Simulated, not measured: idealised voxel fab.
process module | voxel self aligned contacts
cross-section cut | 300 nm wide | cells 5 nm
A cross-section is a grid of square cells, given in bands from the top down. A band is one or more rows of cells.
Each band's line starts with the height of the band's top and of its bottom, in nm. Then come its materials from left to right, each with its width in nm. One material with "throughout" fills the band from edge to edge. "air" is empty space.
Height 0 is the level under which the wafer as received is all one material. The lowest band goes on downwards, as in "0 down".
A width such as "30 to 40" changes by the same amount from each row of cells to the next, from the band's top row to its bottom row.
"no change" after a step means that no cell of the cross-section changed.
closed voids: empty space of 8 cells or more with no open way to the top, each as width x height at its distance from the left edge, in nm
after a step's settings: what the simulator itself notes on the step
overlay nm, on a step with a mask: how far to the right of its planned place the mask lay; to the left if negative
plan
1 op RECEIVE | material Si
2 op OXIDIZE | depth nm 5
3 op DIRECTIONAL_DEP | material polySi | thk nm 30
4 op DIRECTIONAL_DEP | material SiN | thk nm 20
5 op DIRECTIONAL_DEP | material aC | thk nm 10
6 op PATTERN | tone cover | mask id GATE | material resist | width nm 20 | pitch nm 65 | thk nm 30 | overlay nm 0
7 op DIRECTIONAL_ETCH | etch materials aC | depth nm 10
8 op STRIP | etch materials resist
9 op DIRECTIONAL_ETCH | etch materials SiN | depth nm 20
10 op DIRECTIONAL_ETCH | etch materials polySi | depth nm 30
11 op STRIP | etch materials aC
12 op CONFORMAL_DEP | material SiN | thk nm 5
13 op DIRECTIONAL_ETCH | etch materials SiN | depth nm 5
14 op FILL_DEP | material SiO2 | thk nm 10
15 op CMP | height nm 55
16 op MASKED_ETCH | tone open | mask id CONTACT | width nm 45 | pitch nm 65 | etch materials SiO2 | depth nm 60 | overlay nm 0
17 op CONFORMAL_DEP | material TiN | thk nm 5
18 op FILL_DEP | material Ru | thk nm 10
19 op CMP | height nm 55
20 op CONFORMAL_DEP | material SiN | thk nm 5
varied across the wafers: width nm of step 6. The plan shows the first wafer's value. All wafers start alike
first wafer as received, after step 1
  0 down: Si throughout
  closed voids: none
each wafer at the end: cells of each material gained (+) or lost (-) since it was received, then its closed voids
width nm 20 | +110 Ru | -60 Si | +168 SiN | +368 SiO2 | +62 TiN | +72 polySi | closed voids: none
width nm 25 | +88 Ru | -60 Si | +180 SiN | +360 SiO2 | +62 TiN | +90 polySi | closed voids: none
width nm 30 | +66 Ru | -60 Si | +192 SiN | +352 SiO2 | +62 TiN | +108 polySi | closed voids: none
width nm 35 | +44 Ru | -60 Si | +204 SiN | +344 SiO2 | +62 TiN | +126 polySi | closed voids: none
width nm 40 | +22 Ru | -60 Si | +216 SiN | +336 SiO2 | +62 TiN | +144 polySi | closed voids: none
width nm 45 | -60 Si | +228 SiN | +328 SiO2 | +62 TiN | +162 polySi | closed voids: none
